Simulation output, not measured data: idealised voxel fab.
Process module under the name voxel transistor to metal
It is cross-section cut that appears here, measuring 180 nm in width, its square cells being 5 nm in size.
How to read a cross-section here: the picture is a grid of square cells, written as bands going from the top down, and any band can span one or more rows of cells.
What a band's entry tells you: where the top is and where the bottom is, as heights in nm, and after that what lies inside, material by material from left to right, each with its width in nm. Empty space is written as the word "blank", and a single material marked with the word "full width" occupies the band from edge to edge.
Ref level 0: as-received wafer is one material below here. Bottom band extends down with no lower bound ("0 -> down").
A width given as "30->40" starts at the first number in the band's top row and ends at the second number in its bottom row, shifting by an equal amount at every step from row to row.
The cross-section has no changed cell in any step marked "no modifications".
The list in "Enclosed cavity list" covers empty spaces of 8 cells or more that cannot reach the top through any open way, and it gives each as width x height at distance; the distance is from the left edge, and width, height and distance are in nm.
Where a step's line continues beyond its settings, the continuation is a remark by the simulator itself on that step.
overlay nm, on a step with a mask: how far to the right of its planned place the mask lay; to the left if negative

[Listed below are the process steps as planned]
step 1: op RECEIVE | material Si
step 2: op CONFORMAL_DEP | material SiO2 | thk nm 5
step 3: op CONFORMAL_DEP | material SiN | thk nm 5
step 4: op PATTERN | tone cover | mask id ACTIVE | material resist | width nm 105 | thk nm 20 | overlay nm 0
step 5: op DIRECTIONAL_ETCH | etch materials SiN | depth nm 10
step 6: op DIRECTIONAL_ETCH | etch materials SiO2 | depth nm 5
step 7: op DIRECTIONAL_ETCH | etch materials Si | depth nm 20
step 8: op STRIP | etch materials resist
step 9: op OXIDIZE | depth nm 5
step 10: op FILL_DEP | material SiO2 | thk nm 10
step 11: op CMP | height nm 15
step 12: op SELECTIVE_ETCH | etch materials SiO2 | depth nm 5
step 13: op STRIP | etch materials SiN
step 14: op SELECTIVE_ETCH | etch materials SiO2 | depth nm 5
step 15: op OXIDIZE | depth nm 5
step 16: op DIRECTIONAL_DEP | material polySi | thk nm 20
step 17: op DIRECTIONAL_DEP | material SiCN | thk nm 10
step 18: op PATTERN | tone cover | mask id GATE | material resist | width nm 25 | thk nm 20 | overlay nm 0
step 19: op DIRECTIONAL_ETCH | etch materials SiCN | depth nm 20
step 20: op DIRECTIONAL_ETCH | etch materials polySi | depth nm 30
step 21: op STRIP | etch materials resist
step 22: op CONFORMAL_DEP | material SiN | thk nm 10
step 23: op DIRECTIONAL_ETCH | etch materials SiN | depth nm 10
step 24: op DIRECTIONAL_ETCH | etch materials SiO2 | depth nm 5
step 25: op DIRECTIONAL_ETCH | etch materials Si | depth nm 10
step 26: op EPI | material nSi | thk nm 10
step 27: op FILL_DEP | material SiO2 | thk nm 10
step 28: op CMP | height nm 30
step 29: op DIRECTIONAL_DEP | material SiO2 | thk nm 10
step 30: op DIRECTIONAL_DEP | material aC | thk nm 15
step 31: op PATTERN | tone open | mask id CONTACT | material resist | width nm 25 | pitch nm 60 | thk nm 35 | overlay nm 0
step 32: op DIRECTIONAL_ETCH | etch materials aC | depth nm 15
step 33: op STRIP | etch materials resist
step 34: op DIRECTIONAL_ETCH | etch materials SiO2 | depth nm 45
step 35: op STRIP | etch materials aC
step 36: op CONFORMAL_DEP | material TiN | thk nm 5
step 37: op FILL_DEP | material Ru | thk nm 10
step 38: op CMP | height nm 40
step 39: op DIRECTIONAL_DEP | material TiN | thk nm 5
step 40: op DIRECTIONAL_DEP | material W | thk nm 25
step 41: op DIRECTIONAL_DEP | material aC | thk nm 15
step 42: op PATTERN | tone cover | mask id METAL_1 | material resist | width nm 15 | pitch nm 70 | thk nm 35 | overlay nm 0
step 43: op DIRECTIONAL_ETCH | etch materials aC | depth nm 15
step 44: op STRIP | etch materials resist
step 45: op DIRECTIONAL_ETCH | etch materials W | depth nm 25
step 46: op DIRECTIONAL_ETCH | etch materials TiN | depth nm 5
step 47: op STRIP | etch materials aC
step 48: op CONFORMAL_DEP | material SiN | thk nm 5
step 49: op FILL_DEP | material lowk | thk nm 10
step 50: op CMP | height nm 70
step 51: op CONFORMAL_DEP | material SiCN | thk nm 5
step 52: op DIRECTIONAL_DEP | material lowk | thk nm 30
step 53: op DIRECTIONAL_DEP | material aC | thk nm 15
step 54: op PATTERN | tone open | mask id METAL_2 | material resist | width nm 15 | pitch nm 70 | thk nm 35 | overlay nm 0
step 55: op DIRECTIONAL_ETCH | etch materials aC | depth nm 15
step 56: op STRIP | etch materials resist
step 57: op DIRECTIONAL_ETCH | etch materials lowk | depth nm 15
step 58: op STRIP | etch materials aC
step 59: op MASKED_ETCH | tone open | mask id METAL_2_HOLES | width nm 15 | pitch nm 70 | etch materials lowk | depth nm 15 | overlay nm 0
step 60: op MASKED_ETCH | tone open | mask id METAL_2_HOLES | width nm 15 | pitch nm 70 | etch materials SiCN | depth nm 5 | overlay nm 0
step 61: op CONFORMAL_DEP | material TiN | thk nm 5
step 62: op FILL_DEP | material Cu | thk nm 10
step 63: op CMP | height nm 105
step 64: op CONFORMAL_DEP | material SiCN | thk nm 5
Wafers differ in thk nm at step 3; plan lists the first wafer's value; identical starting state.

[So this is the first of several wafers, cross-sectioned as it came to us, meaning it's at the end of step 1]
	0 -> down: Si full width
	Enclosed cavity list: none

[Take any row and you have a wafer at the end of the module: how many cells of each material it has gained (+) or lost (-) since it was received, and then its closed voids]
thk nm 5, +12 Cu, +26 Ru, -124 Si, +76 SiCN, +78 SiN, +258 SiO2, +78 TiN, +30 W, +310 lowk, +28 nSi, +20 polySi, Enclosed cavity list: none
thk nm 10, +12 Cu, +26 Ru, -124 Si, +76 SiCN, +78 SiN, +258 SiO2, +78 TiN, +30 W, +310 lowk, +28 nSi, +20 polySi, Enclosed cavity list: none
thk nm 15, +12 Cu, +26 Ru, -90 Si, +76 SiCN, +74 SiN, +194 SiO2, +78 TiN, +30 W, +310 lowk, +62 nSi, +20 polySi, Enclosed cavity list: none
thk nm 20, +12 Cu, +26 Ru, -90 Si, +76 SiCN, +74 SiN, +194 SiO2, +78 TiN, +30 W, +310 lowk, +62 nSi, +20 polySi, Enclosed cavity list: none
thk nm 25, +12 Cu, +26 Ru, -90 Si, +76 SiCN, +74 SiN, +194 SiO2, +78 TiN, +30 W, +310 lowk, +62 nSi, +20 polySi, Enclosed cavity list: none
